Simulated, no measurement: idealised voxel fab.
Presented below is a process module, voxel self aligned contacts.
The figure presents cross-section cut, which has a width of 245 nm and is divided into square cells with an edge length of 5 nm.
Think of the cross-section as a grid of square cells. We describe it in bands, top to bottom, and each band covers one or more rows of those cells.
First you get the band's top height and its bottom height, in nm, and then the materials it's made of, left to right, with each width in nm. If you see a single material with "all across", that one covers the band edge to edge. "empty" is empty space.
Note: height 0 marks the level under which the wafer is uniformly one material as received. Lowest band unbounded below, written "top 0, no bottom".
A two-number width, for instance "30->40", indicates that the width is equal to the first number in the top row of the band and to the second number in the bottom row, and that it changes by a constant amount per row of cells.
Where a step carries "no alteration", the cross-section came out of it unchanged, cell for cell.
Entry "Trapped void list" = empty spaces >= 8 cells with no open way to the top; each as width x height at distance, distance from left edge, all nm.
Heads up: the bit after the settings on a step's line is the simulator's remark on that step.
For masked steps, "overlay nm" on the step line gives how far right of plan the mask actually lay; a minus sign means it lay to the left.
Below is the list of planned process steps
1. RECEIVE | material Si
2. OXIDIZE | depth nm 5
3. DIRECTIONAL_DEP | material polySi | thk nm 30
4. DIRECTIONAL_DEP | material SiN | thk nm 15
5. MASKED_ETCH | tone cover | mask id GATE | width nm 35 | pitch nm 70 | etch materials SiN | depth nm 15 | overlay nm 0
6. MASKED_ETCH | tone cover | mask id GATE | width nm 25 | pitch nm 70 | etch materials polySi | depth nm 30 | overlay nm 0
7. CONFORMAL_DEP | material SiN | thk nm 5
8. DIRECTIONAL_ETCH | etch materials SiN | depth nm 5
9. FILL_DEP | material SiO2 | thk nm 15
10. CMP | height nm 50
11. DIRECTIONAL_DEP | material aC | thk nm 15
12. PATTERN | tone open | mask id CONTACT | material resist | width nm 55 | pitch nm 70 | thk nm 35 | overlay nm 0
13. DIRECTIONAL_ETCH | etch materials aC | depth nm 15
14. STRIP | etch materials resist
15. DIRECTIONAL_ETCH | etch materials SiO2 | depth nm 55
16. STRIP | etch materials aC
17. CONFORMAL_DEP | material TiN | thk nm 5
18. FILL_DEP | material Ru | thk nm 10
19. CMP | height nm 50
20. CONFORMAL_DEP | material SiCN | thk nm 5
Among the wafers covered here, the point of difference is the width nm at step 6; their starting state is shared, and the plan presents the value of the first wafer.
Cross-section of the first incoming wafer of several, state after step 1
top 0, no bottom  Si all across
Trapped void list: none
The figure below presents a cross-section of the first of several wafers at the conclusion of the module, following its last step, step 20
top 55, bottom 50  SiCN all across
top 50, bottom 45  SiO2=60, TiN=20, Ru=15, TiN=20, SiO2=15, TiN=20, Ru=15, TiN=20, SiO2=60
top 45, bottom 30  SiO2=30, SiN=45, TiN=5, Ru=15, TiN=5, SiN=45, TiN=5, Ru=15, TiN=5, SiN=45, SiO2=30
top 30, bottom 0  SiO2=30, SiN=5, polySi=35, SiN=5, TiN=5, Ru=15, TiN=5, SiN=5, polySi=35, SiN=5, TiN=5, Ru=15, TiN=5, SiN=5, polySi=35, SiN=5, SiO2=30
top 0, bottom -5  SiO2=75, TiN=25, SiO2=45, TiN=25, SiO2=75
top -5, no bottom  Si all across
Trapped void list: none
Cross-sectional view of the final wafer of several at the module's end
top 55, bottom 50  SiCN all across
top 50, bottom 45  SiO2=60, TiN=20, Ru=15, TiN=20, SiO2=15, TiN=20, Ru=15, TiN=20, SiO2=60
top 45, bottom 35  SiO2=30, SiN=45, TiN=5, Ru=15, TiN=5, SiN=45, TiN=5, Ru=15, TiN=5, SiN=45, SiO2=30
top 35, bottom 30  SiO2=30, SiN=45, TiN=25, SiN=45, TiN=25, SiN=45, SiO2=30
top 30, bottom 0  SiO2=25, SiN=5, polySi=50, SiN=5, TiN=10, SiN=5, polySi=50, SiN=5, TiN=10, SiN=5, polySi=50, SiN=5, SiO2=20
top 0, bottom -5  SiO2=85, TiN=10, SiO2=60, TiN=10, SiO2=80
top -5, no bottom  Si all across
Trapped void list: none
The rows of the table below are wafers. Looking at the end of the module, a row counts, for every material, the cells the wafer has gained, shown as (+), or lost, shown as (-), since it was received; its closed voids come next
width nm 25, +60 Ru, -49 Si, +49 SiCN, +117 SiN, +174 SiO2, +62 TiN, +126 polySi, Trapped void list: none
width nm 30, +60 Ru, -49 Si, +49 SiCN, +117 SiN, +174 SiO2, +62 TiN, +126 polySi, Trapped void list: none
width nm 35, +60 Ru, -49 Si, +49 SiCN, +117 SiN, +174 SiO2, +62 TiN, +126 polySi, Trapped void list: none
width nm 40, +46 Ru, -49 Si, +49 SiCN, +117 SiN, +170 SiO2, +62 TiN, +144 polySi, Trapped void list: none
width nm 45, +32 Ru, -49 Si, +49 SiCN, +117 SiN, +166 SiO2, +62 TiN, +162 polySi, Trapped void list: none
width nm 50, +18 Ru, -49 Si, +49 SiCN, +117 SiN, +162 SiO2, +62 TiN, +180 polySi, Trapped void list: none
